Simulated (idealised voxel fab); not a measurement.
process module | voxel ribs on slabs
cross-section cut | 270 nm wide | cells 5 nm
A cross-section is a grid of square cells, given in bands from the top down. A band is one or more rows of cells.
Each band's line starts with the height of the band's top and of its bottom, in nm. Then come its materials from left to right, each with its width in nm. One material with "throughout" fills the band from edge to edge. "air" is empty space.
Height 0 is the level under which the wafer as received is all one material. The lowest band goes on downwards, as in "0 down".
A width such as "30 to 40" changes by the same amount from each row of cells to the next, from the band's top row to its bottom row.
"no change" after a step means that no cell of the cross-section changed.
closed voids: empty space of 8 cells or more with no open way to the top, each as width x height at its distance from the left edge, in nm
after a step's settings: what the simulator itself notes on the step
overlay nm, on a step with a mask: how far to the right of its planned place the mask lay; to the left if negative
Each pair below shows a cross-section before one step and the cross-section after it, down to the lowest band that changed. The line under each pair gives the step between them, with its settings. The pairs can come from different runs of this module on the same starting wafer, so a pair continues from the pair above only where its "before" says so.
before
  0 down: Si throughout
  closed voids: none
after
  20 to 0: SiO2 throughout
  below 0: unchanged
  closed voids: none
the step between: op DIRECTIONAL_DEP | material SiO2 | thk nm 20
before: the cross-section after the pair above
after
  35 to 20: SiN throughout
  below 20: unchanged
  closed voids: none
the step between: op DIRECTIONAL_DEP | material SiN | thk nm 15
before: the cross-section after the pair above
after
  35 to 30: air 125 | SiN 15 | air 130
  below 30: unchanged
  closed voids: none
the step between: op MASKED_ETCH | tone cover | mask id RIB | width nm 15 | etch materials SiN | depth nm 5 | overlay nm 0
before: the cross-section after the pair above
after
  45 to 40: air 125 | aC 15 | air 130
  40 to 35: aC throughout
  35 to 30: aC 125 | SiN 15 | aC 130
  below 30: unchanged
  closed voids: none
the step between: op DIRECTIONAL_DEP | material aC | thk nm 10
before: the cross-section after the pair above
after
  75 to 45: air 100 | resist 65 | air 105
  45 to 40: air 100 | resist 25 | aC 15 | resist 25 | air 105
  below 40: unchanged
  closed voids: none
the step between: op PATTERN | tone cover | mask id SLAB | material resist | width nm 65 | thk nm 30 | overlay nm 0
before: the cross-section after the pair above
after
  65 to 45: air 100 | resist 65 | air 105
  45 to 40: air 100 | resist 25 | aC 15 | resist 25 | air 105
  40 to 35: air 100 | aC 65 | air 105
  35 to 30: air 100 | aC 25 | SiN 15 | aC 25 | air 105
  below 30: unchanged
  closed voids: none
the step between: op DIRECTIONAL_ETCH | etch materials aC | depth nm 10
before: the cross-section after the pair above
after
  45 to 35: air 125 to 100 | aC 15 to 65 | air 130 to 105
  below 35: unchanged
  closed voids: none
the step between: op STRIP | etch materials resist
before: the cross-section after the pair above
after
  45 to 35: air 125 to 100 | aC 15 to 65 | air 130 to 105
  35 to 30: air 100 | aC 25 | SiN 15 | aC 25 | air 105
  30 to 20: air 100 | SiN 65 | air 105
  below 20: unchanged
  closed voids: none
the step between: op DIRECTIONAL_ETCH | etch materials SiN | depth nm 10
before: the cross-section after the pair above
after
  35 to 30: air 125 | SiN 15 | air 130
  below 30: unchanged
  closed voids: none
the step between: op STRIP | etch materials aC
before: the cross-section after the pair above
after
  55 to 35: SiO2 throughout
  35 to 30: SiO2 125 | SiN 15 | SiO2 130
  30 to 20: SiO2 100 | SiN 65 | SiO2 105
  below 20: unchanged
  closed voids: none
the step between: op FILL_DEP | material SiO2 | thk nm 20
before: the cross-section after the pair above
after
  50 to 35: SiO2 throughout
  below 35: unchanged
  closed voids: none
the step between: op CMP | height nm 50
before: the cross-section after the pair above
after
  55 to 50: W throughout
  below 50: unchanged
  closed voids: none
the step between: op DIRECTIONAL_DEP | material W | thk nm 5
before: the cross-section after the pair above
after
  75 to 55: air 120 | resist 25 | air 125
  below 55: unchanged
  closed voids: none
the step between: op PATTERN | tone cover | mask id HEATER | material resist | width nm 25 | thk nm 20 | overlay nm 0
before: the cross-section after the pair above
after
  75 to 55: air 120 | resist 25 | air 125
  55 to 50: air 120 | W 25 | air 125
  below 50: unchanged
  closed voids: none
the step between: op DIRECTIONAL_ETCH | etch materials W | depth nm 5
before: the cross-section after the pair above
after
  55 to 50: air 120 | W 25 | air 125
  below 50: unchanged
  closed voids: none
the step between: op STRIP | etch materials resist
before: the cross-section after the pair above
after
  65 to 60: air 110 | SiO2 45 | air 115
  60 to 55: SiO2 throughout
  55 to 50: SiO2 120 | W 25 | SiO2 125
  below 50: unchanged
  closed voids: none
the step between: op CONFORMAL_DEP | material SiO2 | thk nm 10
before
  20 to 0: SiO2 throughout
  0 down: Si throughout
  closed voids: none
after
  40 to 0: SiO2 throughout
  below 0: unchanged
  closed voids: none
the step between: op DIRECTIONAL_DEP | material SiO2 | thk nm 20
before: the cross-section after the pair above
after
  55 to 40: SiN throughout
  below 40: unchanged
  closed voids: none
the step between: op DIRECTIONAL_DEP | material SiN | thk nm 15
before: the cross-section after the pair above
after
  55 to 50: air 125 | SiN 15 | air 130
  below 50: unchanged
  closed voids: none
the step between: op MASKED_ETCH | tone cover | mask id RIB | width nm 15 | etch materials SiN | depth nm 5 | overlay nm 0
before: the cross-section after the pair above
after
  65 to 60: air 125 | aC 15 | air 130
  60 to 55: aC throughout
  55 to 50: aC 125 | SiN 15 | aC 130
  below 50: unchanged
  closed voids: none
the step between: op DIRECTIONAL_DEP | material aC | thk nm 10
before: the cross-section after the pair above
after
  95 to 65: air 100 | resist 65 | air 105
  65 to 60: air 100 | resist 25 | aC 15 | resist 25 | air 105
  below 60: unchanged
  closed voids: none
the step between: op PATTERN | tone cover | mask id SLAB | material resist | width nm 65 | thk nm 30 | overlay nm 0
before: the cross-section after the pair above
after
  85 to 65: air 100 | resist 65 | air 105
  65 to 60: air 100 | resist 25 | aC 15 | resist 25 | air 105
  60 to 55: air 100 | aC 65 | air 105
  55 to 50: air 100 | aC 25 | SiN 15 | aC 25 | air 105
  below 50: unchanged
  closed voids: none
the step between: op DIRECTIONAL_ETCH | etch materials aC | depth nm 10
before: the cross-section after the pair above
after
  65 to 55: air 125 to 100 | aC 15 to 65 | air 130 to 105
  below 55: unchanged
  closed voids: none
the step between: op STRIP | etch materials resist
before: the cross-section after the pair above
after
  65 to 55: air 125 to 100 | aC 15 to 65 | air 130 to 105
  55 to 50: air 100 | aC 25 | SiN 15 | aC 25 | air 105
  50 to 40: air 100 | SiN 65 | air 105
  below 40: unchanged
  closed voids: none
the step between: op DIRECTIONAL_ETCH | etch materials SiN | depth nm 10
before: the cross-section after the pair above
after
  55 to 50: air 125 | SiN 15 | air 130
  below 50: unchanged
  closed voids: none
the step between: op STRIP | etch materials aC
before: the cross-section after the pair above
after
  75 to 55: SiO2 throughout
  55 to 50: SiO2 125 | SiN 15 | SiO2 130
  50 to 40: SiO2 100 | SiN 65 | SiO2 105
  below 40: unchanged
  closed voids: none
the step between: op FILL_DEP | material SiO2 | thk nm 20
before: the cross-section after the pair above
after
  50 to 40: SiO2 100 | SiN 65 | SiO2 105
  below 40: unchanged
  closed voids: none
the step between: op CMP | height nm 50
before: the cross-section after the pair above
after
  55 to 50: W throughout
  below 50: unchanged
  closed voids: none
the step between: op DIRECTIONAL_DEP | material W | thk nm 5
before: the cross-section after the pair above
after
  75 to 55: air 120 | resist 25 | air 125
  below 55: unchanged
  closed voids: none
the step between: op PATTERN | tone cover | mask id HEATER | material resist | width nm 25 | thk nm 20 | overlay nm 0
before: the cross-section after the pair above
after
  75 to 55: air 120 | resist 25 | air 125
  55 to 50: air 120 | W 25 | air 125
  below 50: unchanged
  closed voids: none
the step between: op DIRECTIONAL_ETCH | etch materials W | depth nm 5
before: the cross-section after the pair above
after
  55 to 50: air 120 | W 25 | air 125
  below 50: unchanged
  closed voids: none
the step between: op STRIP | etch materials resist
before: the cross-section after the pair above
after
  65 to 60: air 110 | SiO2 45 | air 115
  60 to 55: SiO2 throughout
  55 to 50: SiO2 120 | W 25 | SiO2 125
  below 50: unchanged
  closed voids: none
the step between: op CONFORMAL_DEP | material SiO2 | thk nm 10
before
  0 down: Si throughout
  closed voids: none
after
  15 to 0: SiN throughout
  below 0: unchanged
  closed voids: none
the step between: op DIRECTIONAL_DEP | material SiN | thk nm 15
before: the cross-section after the pair above
after
  35 to 15: SiO2 throughout
  below 15: unchanged
  closed voids: none
the step between: op DIRECTIONAL_DEP | material SiO2 | thk nm 20
before: the cross-section after the pair above
after
  45 to 35: aC throughout
  below 35: unchanged
  closed voids: none
the step between: op DIRECTIONAL_DEP | material aC | thk nm 10
before: the cross-section after the pair above
after
  75 to 45: air 100 | resist 65 | air 105
  below 45: unchanged
  closed voids: none
the step between: op PATTERN | tone cover | mask id SLAB | material resist | width nm 65 | thk nm 30 | overlay nm 0
before: the cross-section after the pair above
after
  65 to 45: air 100 | resist 65 | air 105
  45 to 35: air 100 | aC 65 | air 105
  below 35: unchanged
  closed voids: none
the step between: op DIRECTIONAL_ETCH | etch materials aC | depth nm 10
before: the cross-section after the pair above
after
  45 to 35: air 100 | aC 65 | air 105
  below 35: unchanged
  closed voids: none
the step between: op STRIP | etch materials resist
before: the cross-section after the pair above
after
  35 to 15: SiO2 throughout
  below 15: unchanged
  closed voids: none
the step between: op STRIP | etch materials aC
before: the cross-section after the pair above
after
  55 to 15: SiO2 throughout
  below 15: unchanged
  closed voids: none
the step between: op FILL_DEP | material SiO2 | thk nm 20
before: the cross-section after the pair above
after
  50 to 15: SiO2 throughout
  below 15: unchanged
  closed voids: none
the step between: op CMP | height nm 50
before: the cross-section after the pair above
after
  55 to 50: W throughout
  below 50: unchanged
  closed voids: none
the step between: op DIRECTIONAL_DEP | material W | thk nm 5
before: the cross-section after the pair above
after
  75 to 55: air 120 | resist 25 | air 125
  below 55: unchanged
  closed voids: none
the step between: op PATTERN | tone cover | mask id HEATER | material resist | width nm 25 | thk nm 20 | overlay nm 0
before: the cross-section after the pair above
after
  75 to 55: air 120 | resist 25 | air 125
  55 to 50: air 120 | W 25 | air 125
  below 50: unchanged
  closed voids: none
the step between: op DIRECTIONAL_ETCH | etch materials W | depth nm 5
before: the cross-section after the pair above
after
  55 to 50: air 120 | W 25 | air 125
  below 50: unchanged
  closed voids: none
the step between: op STRIP | etch materials resist
before: the cross-section after the pair above
after
  65 to 60: air 110 | SiO2 45 | air 115
  60 to 55: SiO2 throughout
  55 to 50: SiO2 120 | W 25 | SiO2 125
  below 50: unchanged
  closed voids: none
the step between: op CONFORMAL_DEP | material SiO2 | thk nm 10
before
  35 to 20: SiN throughout
  20 to 0: SiO2 throughout
  0 down: Si throughout
  closed voids: none
after
  35 to 20: air 125 | SiN 15 | air 130
  below 20: unchanged
  closed voids: none
the step between: op MASKED_ETCH | tone cover | mask id RIB | width nm 15 | etch materials SiN | depth nm 15 | overlay nm 0
before: the cross-section after the pair above
after
  45 to 35: air 125 | aC 15 | air 130
  35 to 30: air 125 | SiN 15 | air 130
  30 to 20: aC 125 | SiN 15 | aC 130
  below 20: unchanged
  closed voids: none
the step between: op DIRECTIONAL_DEP | material aC | thk nm 10
before: the cross-section after the pair above
after
  75 to 45: air 100 | resist 65 | air 105
  45 to 35: air 100 | resist 25 | aC 15 | resist 25 | air 105
  35 to 30: air 100 | resist 25 | SiN 15 | resist 25 | air 105
  below 30: unchanged
  closed voids: none
the step between: op PATTERN | tone cover | mask id SLAB | material resist | width nm 65 | thk nm 30 | overlay nm 0
before: the cross-section after the pair above
after
  65 to 45: air 100 | resist 65 | air 105
  45 to 35: air 100 | resist 25 | aC 15 | resist 25 | air 105
  35 to 30: air 100 | resist 25 | SiN 15 | resist 25 | air 105
  30 to 20: air 100 | aC 25 | SiN 15 | aC 25 | air 105
  below 20: unchanged
  closed voids: none
the step between: op DIRECTIONAL_ETCH | etch materials aC | depth nm 10
before: the cross-section after the pair above
after
  45 to 35: air 125 | aC 15 | air 130
  35 to 30: air 125 | SiN 15 | air 130
  below 30: unchanged
  closed voids: none
the step between: op STRIP | etch materials resist
before: the cross-section after the pair above
after
  35 to 20: air 125 | SiN 15 | air 130
  below 20: unchanged
  closed voids: none
the step between: op STRIP | etch materials aC
before: the cross-section after the pair above
after
  55 to 35: SiO2 throughout
  35 to 20: SiO2 125 | SiN 15 | SiO2 130
  below 20: unchanged
  closed voids: none
the step between: op FILL_DEP | material SiO2 | thk nm 20
before: the cross-section after the pair above
after
  50 to 35: SiO2 throughout
  below 35: unchanged
  closed voids: none
the step between: op CMP | height nm 50
before: the cross-section after the pair above
after
  55 to 50: W throughout
  below 50: unchanged
  closed voids: none
the step between: op DIRECTIONAL_DEP | material W | thk nm 5
before: the cross-section after the pair above
after
  75 to 55: air 120 | resist 25 | air 125
  below 55: unchanged
  closed voids: none
the step between: op PATTERN | tone cover | mask id HEATER | material resist | width nm 25 | thk nm 20 | overlay nm 0
before: the cross-section after the pair above
after
  75 to 55: air 120 | resist 25 | air 125
  55 to 50: air 120 | W 25 | air 125
  below 50: unchanged
  closed voids: none
the step between: op DIRECTIONAL_ETCH | etch materials W | depth nm 5
before: the cross-section after the pair above
after
  55 to 50: air 120 | W 25 | air 125
  below 50: unchanged
  closed voids: none
the step between: op STRIP | etch materials resist
before: the cross-section after the pair above
after
  65 to 60: air 110 | SiO2 45 | air 115
  60 to 55: SiO2 throughout
  55 to 50: SiO2 120 | W 25 | SiO2 125
  below 50: unchanged
  closed voids: none
the step between: op CONFORMAL_DEP | material SiO2 | thk nm 10
before
  55 to 50: W throughout
  50 to 35: SiO2 throughout
  35 to 30: SiO2 125 | SiN 15 | SiO2 130
  30 to 20: SiO2 100 | SiN 65 | SiO2 105
  20 to 0: SiO2 throughout
  0 down: Si throughout
  closed voids: none
after
  75 to 55: air 125 | resist 20 | air 125
  below 55: unchanged
  closed voids: none
the step between: op PATTERN | tone cover | mask id HEATER | material resist | width nm 20 | thk nm 20 | overlay nm 0
before: the cross-section after the pair above
after
  75 to 55: air 125 | resist 20 | air 125
  55 to 50: air 125 | W 20 | air 125
  below 50: unchanged
  closed voids: none
the step between: op DIRECTIONAL_ETCH | etch materials W | depth nm 5
before: the cross-section after the pair above
after
  55 to 50: air 125 | W 20 | air 125
  below 50: unchanged
  closed voids: none
the step between: op STRIP | etch materials resist
before: the cross-section after the pair above
after
  65 to 60: air 115 | SiO2 40 | air 115
  60 to 55: SiO2 throughout
  55 to 50: SiO2 125 | W 20 | SiO2 125
  below 50: unchanged
  closed voids: none
the step between: op CONFORMAL_DEP | material SiO2 | thk nm 10
before
  55 to 50: W throughout
  50 to 35: SiO2 throughout
  35 to 30: SiO2 125 | SiN 15 | SiO2 130
  30 to 20: SiO2 100 | SiN 65 | SiO2 105
  20 to 0: SiO2 throughout
  0 down: Si throughout
  closed voids: none
after
  75 to 55: air 125 | resist 25 | air 120
  below 55: unchanged
  closed voids: none
the step between: op PATTERN | tone cover | mask id HEATER | material resist | width nm 25 | thk nm 20 | overlay nm 5
before: the cross-section after the pair above
after
  75 to 55: air 125 | resist 25 | air 120
  55 to 50: air 125 | W 25 | air 120
  below 50: unchanged
  closed voids: none
the step between: op DIRECTIONAL_ETCH | etch materials W | depth nm 5
before: the cross-section after the pair above
after
  55 to 50: air 125 | W 25 | air 120
  below 50: unchanged
  closed voids: none
the step between: op STRIP | etch materials resist
before: the cross-section after the pair above
after
  65 to 60: air 115 | SiO2 45 | air 110
  60 to 55: SiO2 throughout
  55 to 50: SiO2 125 | W 25 | SiO2 120
  below 50: unchanged
  closed voids: none
the step between: op CONFORMAL_DEP | material SiO2 | thk nm 10
before
  35 to 30: air 125 | SiN 15 | air 130
  30 to 20: air 100 | SiN 65 | air 105
  20 to 0: SiO2 throughout
  0 down: Si throughout
  closed voids: none
after
  55 to 20: SiN throughout
  below 20: unchanged
  closed voids: none
the step between: op FILL_DEP | material SiN | thk nm 20
before: the cross-section after the pair above
after
  50 to 20: SiN throughout
  below 20: unchanged
  closed voids: none
the step between: op CMP | height nm 50
before: the cross-section after the pair above
after
  55 to 50: W throughout
  below 50: unchanged
  closed voids: none
the step between: op DIRECTIONAL_DEP | material W | thk nm 5
before: the cross-section after the pair above
after
  75 to 55: air 120 | resist 25 | air 125
  below 55: unchanged
  closed voids: none
the step between: op PATTERN | tone cover | mask id HEATER | material resist | width nm 25 | thk nm 20 | overlay nm 0
before: the cross-section after the pair above
after
  75 to 55: air 120 | resist 25 | air 125
  55 to 50: air 120 | W 25 | air 125
  below 50: unchanged
  closed voids: none
the step between: op DIRECTIONAL_ETCH | etch materials W | depth nm 5
before: the cross-section after the pair above
after
  55 to 50: air 120 | W 25 | air 125
  below 50: unchanged
  closed voids: none
the step between: op STRIP | etch materials resist
before: the cross-section after the pair above
after
  65 to 60: air 110 | SiO2 45 | air 115
  60 to 55: SiO2 throughout
  55 to 50: SiO2 120 | W 25 | SiO2 125
  below 50: unchanged
  closed voids: none
the step between: op CONFORMAL_DEP | material SiO2 | thk nm 10
before
  35 to 20: SiN throughout
  20 to 0: SiO2 throughout
  0 down: Si throughout
  closed voids: none
after
  35 to 30: SiN 125 | air 15 | SiN 130
  below 30: unchanged
  closed voids: none
the step between: op MASKED_ETCH | tone open | mask id RIB | width nm 15 | etch materials SiN | depth nm 5 | overlay nm 0
before: the cross-section after the pair above
after
  45 to 40: aC 125 | air 15 | aC 130
  40 to 35: aC throughout
  35 to 30: SiN 125 | aC 15 | SiN 130
  below 30: unchanged
  closed voids: none
the step between: op DIRECTIONAL_DEP | material aC | thk nm 10
before: the cross-section after the pair above
after
  75 to 45: air 100 | resist 65 | air 105
  45 to 40: aC 125 | resist 15 | aC 130
  below 40: unchanged
  closed voids: none
the step between: op PATTERN | tone cover | mask id SLAB | material resist | width nm 65 | thk nm 30 | overlay nm 0
before: the cross-section after the pair above
after
  65 to 45: air 100 | resist 65 | air 105
  45 to 40: air 100 | aC 25 | resist 15 | aC 25 | air 105
  40 to 35: air 100 | aC 65 | air 105
  below 35: unchanged
  closed voids: none
the step between: op DIRECTIONAL_ETCH | etch materials aC | depth nm 10
before: the cross-section after the pair above
after
  45 to 40: air 100 | aC 25 | air 15 | aC 25 | air 105
  below 40: unchanged
  closed voids: none
the step between: op STRIP | etch materials resist
before: the cross-section after the pair above
after
  45 to 40: air 100 | aC 25 | air 15 | aC 25 | air 105
  40 to 35: air 100 | aC 65 | air 105
  35 to 30: air 100 | SiN 25 | aC 15 | SiN 25 | air 105
  30 to 25: air 100 | SiN 65 | air 105
  below 25: unchanged
  closed voids: none
the step between: op DIRECTIONAL_ETCH | etch materials SiN | depth nm 10
before: the cross-section after the pair above
after
  35 to 30: air 100 | SiN 25 | air 15 | SiN 25 | air 105
  below 30: unchanged
  closed voids: none
the step between: op STRIP | etch materials aC
before: the cross-section after the pair above
after
  55 to 35: SiO2 throughout
  35 to 30: SiO2 100 | SiN 25 | SiO2 15 | SiN 25 | SiO2 105
  30 to 25: SiO2 100 | SiN 65 | SiO2 105
  below 25: unchanged
  closed voids: none
the step between: op FILL_DEP | material SiO2 | thk nm 20
before: the cross-section after the pair above
after
  50 to 35: SiO2 throughout
  below 35: unchanged
  closed voids: none
the step between: op CMP | height nm 50
before: the cross-section after the pair above
after
  55 to 50: W throughout
  below 50: unchanged
  closed voids: none
the step between: op DIRECTIONAL_DEP | material W | thk nm 5
before: the cross-section after the pair above
after
  75 to 55: air 120 | resist 25 | air 125
  below 55: unchanged
  closed voids: none
the step between: op PATTERN | tone cover | mask id HEATER | material resist | width nm 25 | thk nm 20 | overlay nm 0
before: the cross-section after the pair above
after
  75 to 55: air 120 | resist 25 | air 125
  55 to 50: air 120 | W 25 | air 125
  below 50: unchanged
  closed voids: none
the step between: op DIRECTIONAL_ETCH | etch materials W | depth nm 5
before: the cross-section after the pair above
after
  55 to 50: air 120 | W 25 | air 125
  below 50: unchanged
  closed voids: none
the step between: op STRIP | etch materials resist
before: the cross-section after the pair above
after
  65 to 60: air 110 | SiO2 45 | air 115
  60 to 55: SiO2 throughout
  55 to 50: SiO2 120 | W 25 | SiO2 125
  below 50: unchanged
  closed voids: none
the step between: op CONFORMAL_DEP | material SiO2 | thk nm 10
